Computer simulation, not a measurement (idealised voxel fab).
The following is a process module called voxel tone inversion.
Pictured: cross-section cut, 165 nm wide, on a grid of 5 nm square cells.
A cross-section in this document is a grid of square cells, and it is written down as bands, the top band listed before the ones below it; a band is made up of one or more rows of cells.
Heights first: top, then bottom, in nm. Then materials, left to right, each with a width in nm. "edge to edge" on a single material: fills the band edge to edge. "empty": empty space.
We count height from 0. Below that, the starting wafer is all one material. The lowest band never ends at the bottom but goes on down; see "top 0, no bottom" for how that is written.
The notation "30 to 40" denotes a width that varies across the rows of cells in the band, beginning at the first number in the top row, finishing at the second number in the bottom row, and changing by an identical amount from each row to the next.
Where a step carries "nothing changed", the cross-section came out of it unchanged, cell for cell.
"Tabulated closed voids": sealed empty spaces, 8 cells or more, no open way to top, listed width x height at distance, with distance from the left edge and width, height and distance in nm.
Note: text after step settings on the step line = simulator remark on that step.
The optional step-line setting "overlay nm" applies to steps with a mask and quantifies how far to the right of its planned location the mask lay, a negative value indicating leftward placement.

-- Steps planned for the process
1,RECEIVE, material Si
2,CONFORMAL_DEP, material SiCN, thk nm 5
3,DIRECTIONAL_DEP, material polySi, thk nm 15
4,PATTERN, tone cover, mask id POSTS, material resist, width nm 15, pitch nm 40, thk nm 20, overlay nm 0
5,DIRECTIONAL_ETCH, etch materials polySi, depth nm 15
6,STRIP, etch materials resist
7,FILL_DEP, material SiO2, thk nm 5
8,CMP, height nm 20
9,STRIP, etch materials polySi

-- Run as planned: first of two wafers

-- As-received state of the wafer in cross-section, equivalent to post-step 1
  top 0, no bottom  Si edge to edge
  Tabulated closed voids: none

-- The following cross-section depicts the wafer upon completion of step 2
  top 5, bottom 0  SiCN edge to edge
  Unchanged below 0.

-- The following cross-section depicts the wafer upon completion of step 3
  top 20, bottom 5  polySi edge to edge
  Unchanged below 5.

-- The following cross-section depicts the wafer upon completion of step 4
  top 40, bottom 20  empty (55)  resist (15)  empty (25)  resist (15)  empty (55)
  Unchanged below 20.

-- The following cross-section depicts the wafer upon completion of step 5
  top 40, bottom 20  empty (55)  resist (15)  empty (25)  resist (15)  empty (55)
  top 20, bottom 5  empty (55)  polySi (15)  empty (25)  polySi (15)  empty (55)
  Unchanged below 5.

-- The following cross-section depicts the wafer upon completion of step 6
  top 20, bottom 5  empty (55)  polySi (15)  empty (25)  polySi (15)  empty (55)
  Unchanged below 5.

-- The following cross-section depicts the wafer upon completion of step 7
  top 25, bottom 20  SiO2 edge to edge
  top 20, bottom 5  SiO2 (55)  polySi (15)  SiO2 (25)  polySi (15)  SiO2 (55)
  Unchanged below 5.

-- The following cross-section depicts the wafer upon completion of step 8
  top 20, bottom 5  SiO2 (55)  polySi (15)  SiO2 (25)  polySi (15)  SiO2 (55)
  Unchanged below 5.

-- The following cross-section depicts the wafer upon completion of step 9
  top 20, bottom 5  SiO2 (55)  empty (15)  SiO2 (25)  empty (15)  SiO2 (55)
  Unchanged below 5.

-- Now the other wafer: same start, same recipe, but we messed up one thing when running it. Up to and including step 1 it's the same as the first one

Second wafer, cross-section, planned end of step 2: nothing changed

-- Second wafer, cross-section, planned end of step 3
  top 15, bottom 0  polySi edge to edge
  Unchanged below 0.

-- Second wafer, cross-section, planned end of step 4
  top 35, bottom 15  empty (55)  resist (15)  empty (25)  resist (15)  empty (55)
  Unchanged below 15.

-- Second wafer, cross-section, planned end of step 5
  top 35, bottom 15  empty (55)  resist (15)  empty (25)  resist (15)  empty (55)
  top 15, bottom 0  empty (55)  polySi (15)  empty (25)  polySi (15)  empty (55)
  Unchanged below 0.

-- Second wafer, cross-section, planned end of step 6
  top 15, bottom 0  empty (55)  polySi (15)  empty (25)  polySi (15)  empty (55)
  Unchanged below 0.

-- Second wafer, cross-section, planned end of step 7
  top 20, bottom 15  SiO2 edge to edge
  top 15, bottom 0  SiO2 (55)  polySi (15)  SiO2 (25)  polySi (15)  SiO2 (55)
  Unchanged below 0.

Second wafer, cross-section, planned end of step 8: nothing changed

Second wafer, cross-section, planned end of step 9: nothing changed
Misprocessing identified: step 2 of the plan got skipped, so it never ran
Wrapping up, a cell-based count of both wafers puts the second over or under the first for these materials: -33 SiCN, +33 SiO2, +18 polySi
